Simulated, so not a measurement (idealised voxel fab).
Name of the process module below: voxel released beams
In the cross-section labelled cut, the width is 280 nm and each square cell is 5 nm.
This document writes a cross-section as a grid whose cells are square, and gives it as bands, listed from the top down; one or more rows of cells form a band. Per band: top height and bottom height in nm, followed by the left-to-right materials and their widths in nm; "full width" marks a single material spanning edge to edge, "air" marks empty space. Heights from 0 (as-received wafer is one material below). Bottom band endless downward, as "top 0, no bottom". A two-number width, for instance "30->40", indicates that the width is equal to the first number in the top row of the band and to the second number in the bottom row, and that it changes by a constant amount per row of cells. The cross-section has no changed cell in any step marked "no change occurred". Under "Trapped cavities" you'll find the enclosed gaps, the ones with no way out to the top, that are 8 cells or bigger; each reads width x height at distance, with distance counted from the left edge, everything in nm. after a step's settings: what the simulator itself notes on the step. overlay nm: where the mask lay relative to plan, measured to the right, on steps with a mask; negatives go left.
Planned step list for the process
| 1 | RECEIVE | material Si |
| 2 | CONFORMAL_DEP | material Al2O3 | thk nm 10 |
| 3 | DIRECTIONAL_DEP | material SiO2 | thk nm 15 |
| 4 | MASKED_ETCH | tone open | mask id ANCHOR | width nm 25 | etch materials SiO2 | depth nm 15 | overlay nm 0 |
| 5 | CONFORMAL_DEP | material W | thk nm 10 |
| 6 | DIRECTIONAL_DEP | material aC | thk nm 15 |
| 7 | PATTERN | tone cover | mask id BEAM | material resist | width nm 105 | thk nm 35 | overlay nm 0 |
| 8 | DIRECTIONAL_ETCH | etch materials aC | depth nm 15 |
| 9 | STRIP | etch materials resist |
| 10 | DIRECTIONAL_ETCH | etch materials W | depth nm 10 |
| 11 | STRIP | etch materials aC |
| 12 | STRIP | etch materials SiO2 |
Wafer cross-section on receipt, i.e. after step 1
> top 0, no bottom  Si full width
> Trapped cavities: none
Starting wafer: above. Plan: above. Run: one mistake. Cross-section after the module: below
> top 40, bottom 30  air 85 nm, W 15 nm, air 5 nm, W 85 nm, air 90 nm
> top 30, bottom 25  air 90 nm, W 10 nm, air 5 nm, W 10 nm, air 165 nm
> top 25, bottom 15  air 90 nm, W 25 nm, air 165 nm
> top 15, bottom 0  Al2O3 full width
> top 0, no bottom  Si full width
> Trapped cavities: none
Diagnosis: step 2 did not use the planned setting and instead ran as CONFORMAL_DEP | material Al2O3 | thk nm 15
